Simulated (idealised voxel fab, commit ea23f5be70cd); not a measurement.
The process module presented herein is designated voxel capacitor over wiring.
Section shown: cut. Width: 285 nm. Cell size: 5 nm, square.
Bands, listed from the top down, are how a cross-section gets written in this document; the cross-section itself is a grid of square cells, and a band is one or more rows of them. Top, bottom (nm), then materials left to right with widths (nm); lone material tagged "everywhere" fills the whole band edge to edge; "blank" = empty space. Height reference: 0 = level under which incoming wafer is all one material. Lowest band: no bottom, runs on downward, e.g. "0 down". A width given as "30..40" starts at the first number in the band's top row and ends at the second number in its bottom row, shifting by an equal amount at every step from row to row. The cross-section has no changed cell in any step marked "nothing different". The entry "Sealed void list" lists the empty spaces that cover at least 8 cells and have no open path to the top. Each is written as width x height at distance, where the distance is measured from the left edge and all three values are in nm. That trailing text on a step's line, after the settings, is the simulator's own remark on the step. The "overlay nm" setting may appear on a step's line; for a step that uses a mask, it gives how far to the right of its planned position the mask lay, and a negative value indicates the left.

Process steps foreseen in the plan
1,RECEIVE with material Si
2,CONFORMAL_DEP with material SiO2, thk nm 15
3,DIRECTIONAL_DEP with material TiN, thk nm 5
4,DIRECTIONAL_DEP with material W, thk nm 25
5,MASKED_ETCH with tone cover, mask id METAL_1, width nm 20, pitch nm 85, etch materials W, depth nm 25, overlay nm 0
6,MASKED_ETCH with tone cover, mask id METAL_1, width nm 20, pitch nm 85, etch materials TiN, depth nm 5, overlay nm 0
7,CONFORMAL_DEP with material SiCN, thk nm 5
8,FILL_DEP with material SiO2, thk nm 5
9,CMP with height nm 45
10,CONFORMAL_DEP with material SiCN, thk nm 5
11,DIRECTIONAL_DEP with material SiO2, thk nm 15
12,PATTERN with tone open, mask id PLUG_1, material resist, width nm 15, thk nm 20, overlay nm 0
13,DIRECTIONAL_ETCH with etch materials SiO2, depth nm 15
14,DIRECTIONAL_ETCH with etch materials SiCN, depth nm 5
15,STRIP with etch materials resist
16,EPI with material Ru, thk nm 10
17,EPI with material Ru, thk nm 10
18,DIRECTIONAL_DEP with material TiN, thk nm 5
19,DIRECTIONAL_DEP with material SiN, thk nm 5
20,DIRECTIONAL_DEP with material TiN, thk nm 5
21,MASKED_ETCH with tone cover, mask id UPPER_PLATE, width nm 70, etch materials TiN, depth nm 5, overlay nm 0
22,MASKED_ETCH with tone cover, mask id UPPER_PLATE, width nm 70, etch materials SiN, depth nm 5, overlay nm 0
23,MASKED_ETCH with tone cover, mask id LOWER_PLATE, width nm 80, etch materials TiN, depth nm 5, overlay nm 0
24,FILL_DEP with material SiO2, thk nm 20
25,CMP with height nm 95
26,PATTERN with tone open, mask id PLUG_2, material resist, width nm 15, thk nm 15, overlay nm 0
27,DIRECTIONAL_ETCH with etch materials SiO2, depth nm 15
28,STRIP with etch materials resist
29,CONFORMAL_DEP with material TiN, thk nm 5
30,FILL_DEP with material Cu, thk nm 5
31,CMP with height nm 95
32,CONFORMAL_DEP with material SiN, thk nm 5

Wafer, first of two, run as planned

Shown in cross-section is the wafer as received, that is, as it stands after step 1
0 down: Si everywhere
Sealed void list: none

Upon completion of step 2, the wafer appears in cross-section as shown
15 to 0: SiO2 everywhere
No changes below 0.

Upon completion of step 3, the wafer appears in cross-section as shown
20 to 15: TiN everywhere
No changes below 15.

Upon completion of step 4, the wafer appears in cross-section as shown
45 to 20: W everywhere
No changes below 20.

Upon completion of step 5, the wafer appears in cross-section as shown
45 to 20: 90 blank  20 W  65 blank  20 W  90 blank
No changes below 20.

Upon completion of step 6, the wafer appears in cross-section as shown
45 to 20: 90 blank  20 W  65 blank  20 W  90 blank
20 to 15: 90 blank  20 TiN  65 blank  20 TiN  90 blank
No changes below 15.

Upon completion of step 7, the wafer appears in cross-section as shown
50 to 45: 85 blank  30 SiCN  55 blank  30 SiCN  85 blank
45 to 20: 85 blank  5 SiCN  20 W  5 SiCN  55 blank  5 SiCN  20 W  5 SiCN  85 blank
20 to 15: 90 SiCN  20 TiN  65 SiCN  20 TiN  90 SiCN
No changes below 15.

Upon completion of step 8, the wafer appears in cross-section as shown
55 to 50: SiO2 everywhere
50 to 45: 85 SiO2  30 SiCN  55 SiO2  30 SiCN  85 SiO2
45 to 20: 85 SiO2  5 SiCN  20 W  5 SiCN  55 SiO2  5 SiCN  20 W  5 SiCN  85 SiO2
No changes below 20.

Upon completion of step 9, the wafer appears in cross-section as shown
45 to 20: 85 SiO2  5 SiCN  20 W  5 SiCN  55 SiO2  5 SiCN  20 W  5 SiCN  85 SiO2
No changes below 20.

Upon completion of step 10, the wafer appears in cross-section as shown
50 to 45: SiCN everywhere
No changes below 45.

Upon completion of step 11, the wafer appears in cross-section as shown
65 to 50: SiO2 everywhere
No changes below 50.

Upon completion of step 12, the wafer appears in cross-section as shown
85 to 65: 95 resist  15 blank  175 resist
No changes below 65.

Upon completion of step 13, the wafer appears in cross-section as shown
85 to 65: 95 resist  15 blank  175 resist
65 to 50: 95 SiO2  15 blank  175 SiO2
No changes below 50.

Upon completion of step 14, the wafer appears in cross-section as shown
85 to 65: 95 resist  15 blank  175 resist
65 to 50: 95 SiO2  15 blank  175 SiO2
50 to 45: 95 SiCN  15 blank  175 SiCN
No changes below 45.

Upon completion of step 15, the wafer appears in cross-section as shown
65 to 50: 95 SiO2  15 blank  175 SiO2
No changes below 50.

Upon completion of step 16, the wafer appears in cross-section as shown
65 to 55: 95 SiO2  15 blank  175 SiO2
55 to 50: 95 SiO2  15 Ru  175 SiO2
50 to 45: 95 SiCN  15 Ru  175 SiCN
No changes below 45.

Upon completion of step 17, the wafer appears in cross-section as shown
65 to 50: 95 SiO2  15 Ru  175 SiO2
No changes below 50.

Upon completion of step 18, the wafer appears in cross-section as shown
70 to 65: TiN everywhere
No changes below 65.

Upon completion of step 19, the wafer appears in cross-section as shown
75 to 70: SiN everywhere
No changes below 70.

Upon completion of step 20, the wafer appears in cross-section as shown
80 to 75: TiN everywhere
No changes below 75.

Upon completion of step 21, the wafer appears in cross-section as shown
80 to 75: 95 blank  70 TiN  120 blank
No changes below 75.

Upon completion of step 22, the wafer appears in cross-section as shown
80 to 75: 95 blank  70 TiN  120 blank
75 to 70: 95 blank  70 SiN  120 blank
No changes below 70.

Upon completion of step 23, the wafer appears in cross-section as shown
80 to 75: 95 blank  70 TiN  120 blank
75 to 70: 95 blank  70 SiN  120 blank
70 to 65: 90 blank  80 TiN  115 blank
No changes below 65.

Upon completion of step 24, the wafer appears in cross-section as shown
100 to 80: SiO2 everywhere
80 to 75: 95 SiO2  70 TiN  120 SiO2
75 to 70: 95 SiO2  70 SiN  120 SiO2
70 to 65: 90 SiO2  80 TiN  115 SiO2
No changes below 65.

Upon completion of step 25, the wafer appears in cross-section as shown
95 to 80: SiO2 everywhere
No changes below 80.

Upon completion of step 26, the wafer appears in cross-section as shown
110 to 95: 105 resist  15 blank  165 resist
No changes below 95.

Upon completion of step 27, the wafer appears in cross-section as shown
110 to 95: 105 resist  15 blank  165 resist
95 to 80: 105 SiO2  15 blank  165 SiO2
No changes below 80.

Upon completion of step 28, the wafer appears in cross-section as shown
95 to 80: 105 SiO2  15 blank  165 SiO2
No changes below 80.

Upon completion of step 29, the wafer appears in cross-section as shown
100 to 95: 110 TiN  5 blank  170 TiN
95 to 85: 105 SiO2  5 TiN  5 blank  5 TiN  165 SiO2
85 to 75: 105..95 SiO2  15..70 TiN  165..120 SiO2
No changes below 75.

Upon completion of step 30, the wafer appears in cross-section as shown
105 to 100: Cu everywhere
100 to 95: 110 TiN  5 Cu  170 TiN
95 to 85: 105 SiO2  5 TiN  5 Cu  5 TiN  165 SiO2
No changes below 85.

Upon completion of step 31, the wafer appears in cross-section as shown
95 to 85: 105 SiO2  5 TiN  5 Cu  5 TiN  165 SiO2
No changes below 85.

Upon completion of step 32, the wafer appears in cross-section as shown
100 to 95: SiN everywhere
No changes below 95.

Wafer two. Same start, same plan, one slip in execution. Same as wafer one through step 1, inclusive

The second wafer in cross-section, at the planned close of step 2
10 to 0: SiO2 everywhere
No changes below 0.

The second wafer in cross-section, at the planned close of step 3
15 to 10: TiN everywhere
No changes below 10.

The second wafer in cross-section, at the planned close of step 4
40 to 15: W everywhere
No changes below 15.

The second wafer in cross-section, at the planned close of step 5
40 to 15: 90 blank  20 W  65 blank  20 W  90 blank
No changes below 15.

The second wafer in cross-section, at the planned close of step 6
40 to 15: 90 blank  20 W  65 blank  20 W  90 blank
15 to 10: 90 blank  20 TiN  65 blank  20 TiN  90 blank
No changes below 10.

The second wafer in cross-section, at the planned close of step 7
45 to 40: 85 blank  30 SiCN  55 blank  30 SiCN  85 blank
40 to 15: 85 blank  5 SiCN  20 W  5 SiCN  55 blank  5 SiCN  20 W  5 SiCN  85 blank
15 to 10: 90 SiCN  20 TiN  65 SiCN  20 TiN  90 SiCN
No changes below 10.

The second wafer in cross-section, at the planned close of step 8
50 to 45: SiO2 everywhere
45 to 40: 85 SiO2  30 SiCN  55 SiO2  30 SiCN  85 SiO2
40 to 15: 85 SiO2  5 SiCN  20 W  5 SiCN  55 SiO2  5 SiCN  20 W  5 SiCN  85 SiO2
No changes below 15.

The second wafer in cross-section, at the planned close of step 9
45 to 40: 85 SiO2  30 SiCN  55 SiO2  30 SiCN  85 SiO2
No changes below 40.

The second wafer in cross-section, at the planned close of step 10
50 to 45: SiCN everywhere
No changes below 45.

The second wafer in cross-section, at the planned close of step 11
65 to 50: SiO2 everywhere
No changes below 50.

The second wafer in cross-section, at the planned close of step 12
85 to 65: 95 resist  15 blank  175 resist
No changes below 65.

The second wafer in cross-section, at the planned close of step 13
85 to 65: 95 resist  15 blank  175 resist
65 to 50: 95 SiO2  15 blank  175 SiO2
No changes below 50.

The second wafer in cross-section, at the planned close of step 14
85 to 65: 95 resist  15 blank  175 resist
65 to 50: 95 SiO2  15 blank  175 SiO2
50 to 45: 95 SiCN  15 blank  175 SiCN
No changes below 45.

The second wafer in cross-section, at the planned close of step 15
65 to 50: 95 SiO2  15 blank  175 SiO2
No changes below 50.

The second wafer in cross-section, at the planned close of step 16: nothing different

The second wafer in cross-section, at the planned close of step 17: nothing different

The second wafer in cross-section, at the planned close of step 18
70 to 65: 95 TiN  15 blank  175 TiN
65 to 50: 95 SiO2  15 blank  175 SiO2
50 to 45: 95 SiCN  15 TiN  175 SiCN
No changes below 45.

The second wafer in cross-section, at the planned close of step 19
75 to 70: 95 SiN  15 blank  175 SiN
70 to 65: 95 TiN  15 blank  175 TiN
65 to 55: 95 SiO2  15 blank  175 SiO2
55 to 50: 95 SiO2  15 SiN  175 SiO2
No changes below 50.

The second wafer in cross-section, at the planned close of step 20
80 to 75: 95 TiN  15 blank  175 TiN
75 to 70: 95 SiN  15 blank  175 SiN
70 to 65: 95 TiN  15 blank  175 TiN
65 to 60: 95 SiO2  15 blank  175 SiO2
60 to 55: 95 SiO2  15 TiN  175 SiO2
No changes below 55.

The second wafer in cross-section, at the planned close of step 21
80 to 75: 110 blank  55 TiN  120 blank
No changes below 75.

The second wafer in cross-section, at the planned close of step 22
80 to 75: 110 blank  55 TiN  120 blank
75 to 70: 110 blank  55 SiN  120 blank
No changes below 70.

The second wafer in cross-section, at the planned close of step 23
80 to 75: 110 blank  55 TiN  120 blank
75 to 70: 110 blank  55 SiN  120 blank
70 to 65: 90 blank  5 TiN  15 blank  60 TiN  115 blank
No changes below 65.

The second wafer in cross-section, at the planned close of step 24
100 to 80: SiO2 everywhere
80 to 75: 110 SiO2  55 TiN  120 SiO2
75 to 70: 110 SiO2  55 SiN  120 SiO2
70 to 65: 90 SiO2  5 TiN  15 SiO2  60 TiN  115 SiO2
65 to 60: SiO2 everywhere
No changes below 60.

The second wafer in cross-section, at the planned close of step 25
95 to 80: SiO2 everywhere
No changes below 80.

The second wafer in cross-section, at the planned close of step 26
110 to 95: 105 resist  15 blank  165 resist
No changes below 95.

The second wafer in cross-section, at the planned close of step 27
110 to 95: 105 resist  15 blank  165 resist
95 to 80: 105 SiO2  15 blank  165 SiO2
No changes below 80.

The second wafer in cross-section, at the planned close of step 28
95 to 80: 105 SiO2  15 blank  165 SiO2
No changes below 80.

The second wafer in cross-section, at the planned close of step 29
100 to 95: 110 TiN  5 blank  170 TiN
95 to 85: 105 SiO2  5 TiN  5 blank  5 TiN  165 SiO2
85 to 75: 105..110 SiO2  15..55 TiN  165..120 SiO2
No changes below 75.

The second wafer in cross-section, at the planned close of step 30
105 to 100: Cu everywhere
100 to 95: 110 TiN  5 Cu  170 TiN
95 to 85: 105 SiO2  5 TiN  5 Cu  5 TiN  165 SiO2
No changes below 85.

The second wafer in cross-section, at the planned close of step 31
95 to 85: 105 SiO2  5 TiN  5 Cu  5 TiN  165 SiO2
No changes below 85.

The second wafer in cross-section, at the planned close of step 32
100 to 95: SiN everywhere
No changes below 95.
Misprocessing identified: heads up, step 2 didn't go per plan, it actually ran as CONFORMAL_DEP with material SiO2, thk nm 10
Final wafer comparison in cells, second versus first, more or fewer per material: Ru: 12 fewer, SiCN: 12 more
